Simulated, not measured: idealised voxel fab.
process module | voxel capacitor over wiring
cross-section cut | 195 nm wide | cells 5 nm
A cross-section is a grid of square cells, given in bands from the top down. A band is one or more rows of cells.
Each band's line starts with the height of the band's top and of its bottom, in nm. Then come its materials from left to right, each with its width in nm. One material with "throughout" fills the band from edge to edge. "air" is empty space.
Height 0 is the level under which the wafer as received is all one material. The lowest band goes on downwards, as in "0 down".
A width such as "30 to 40" changes by the same amount from each row of cells to the next, from the band's top row to its bottom row.
"no change" after a step means that no cell of the cross-section changed.
closed voids: empty space of 8 cells or more with no open way to the top, each as width x height at its distance from the left edge, in nm
after a step's settings: what the simulator itself notes on the step
overlay nm, on a step with a mask: how far to the right of its planned place the mask lay; to the left if negative
plan
1 op RECEIVE | material Si
2 op CONFORMAL_DEP | material SiO2 | thk nm 10
3 op CONFORMAL_DEP | material SiCN | thk nm 5
4 op DIRECTIONAL_DEP | material lowk | thk nm 15
5 op PATTERN | tone open | mask id METAL_1 | material resist | width nm 25 | pitch nm 80 | thk nm 15 | overlay nm 0
6 op DIRECTIONAL_ETCH | etch materials lowk | depth nm 15
7 op DIRECTIONAL_ETCH | etch materials SiCN | depth nm 5
8 op STRIP | etch materials resist
9 op CONFORMAL_DEP | material TiN | thk nm 5
10 op FILL_DEP | material Cu | thk nm 10
11 op CMP | height nm 30
12 op EPI | material Ru | thk nm 5
13 op FILL_DEP | material SiCN | thk nm 5
14 op DIRECTIONAL_DEP | material lowk | thk nm 10
15 op MASKED_ETCH | tone open | mask id PLUG_1 | width nm 15 | etch materials lowk | depth nm 10 | overlay nm -15
16 op MASKED_ETCH | tone open | mask id PLUG_1 | width nm 15 | etch materials SiCN | depth nm 5 | overlay nm 0
17 op EPI | material Ru | thk nm 10
18 op EPI | material Ru | thk nm 5
19 op DIRECTIONAL_DEP | material TiN | thk nm 10
20 op DIRECTIONAL_DEP | material SiN | thk nm 5
21 op DIRECTIONAL_DEP | material TiN | thk nm 10
22 op DIRECTIONAL_DEP | material aC | thk nm 10
23 op PATTERN | tone cover | mask id UPPER_PLATE | material resist | width nm 60 | thk nm 30 | overlay nm 0
24 op DIRECTIONAL_ETCH | etch materials aC | depth nm 10
25 op STRIP | etch materials resist
26 op DIRECTIONAL_ETCH | etch materials TiN | depth nm 10
27 op DIRECTIONAL_ETCH | etch materials SiN | depth nm 5
28 op STRIP | etch materials aC
29 op MASKED_ETCH | tone cover | mask id LOWER_PLATE | width nm 70 | etch materials TiN | depth nm 10 | overlay nm 0
30 op FILL_DEP | material SiO2 | thk nm 15
31 op CMP | height nm 85
32 op PATTERN | tone open | mask id PLUG_2 | material resist | width nm 15 | thk nm 20 | overlay nm 0
33 op DIRECTIONAL_ETCH | etch materials SiO2 | depth nm 10
34 op STRIP | etch materials resist
35 op CONFORMAL_DEP | material TiN | thk nm 5
36 op FILL_DEP | material Cu | thk nm 5
37 op CMP | height nm 85
38 op CONFORMAL_DEP | material SiCN | thk nm 5
varied across the wafers: overlay nm of step 15. The plan shows the first wafer's value. All wafers start alike
first wafer as received, after step 1
  0 down: Si throughout
  closed voids: none
each wafer at the end: cells of each material gained (+) or lost (-) since it was received, then its closed voids
overlay nm -15 | +19 Cu | +14 Ru | +132 SiCN | +12 SiN | +287 SiO2 | +79 TiN | +159 lowk | closed voids: none
overlay nm -10 | +19 Cu | +21 Ru | +131 SiCN | +12 SiN | +281 SiO2 | +79 TiN | +159 lowk | closed voids: none
overlay nm -5 | +19 Cu | +22 Ru | +130 SiCN | +12 SiN | +281 SiO2 | +79 TiN | +159 lowk | closed voids: none
overlay nm 0 | +19 Cu | +23 Ru | +129 SiCN | +12 SiN | +281 SiO2 | +79 TiN | +159 lowk | closed voids: none
overlay nm 5 | +19 Cu | +22 Ru | +130 SiCN | +12 SiN | +281 SiO2 | +79 TiN | +159 lowk | closed voids: none
overlay nm 10 | +19 Cu | +21 Ru | +131 SiCN | +12 SiN | +281 SiO2 | +79 TiN | +159 lowk | closed voids: none
overlay nm 15 | +19 Cu | +14 Ru | +132 SiCN | +12 SiN | +287 SiO2 | +79 TiN | +159 lowk | closed voids: none
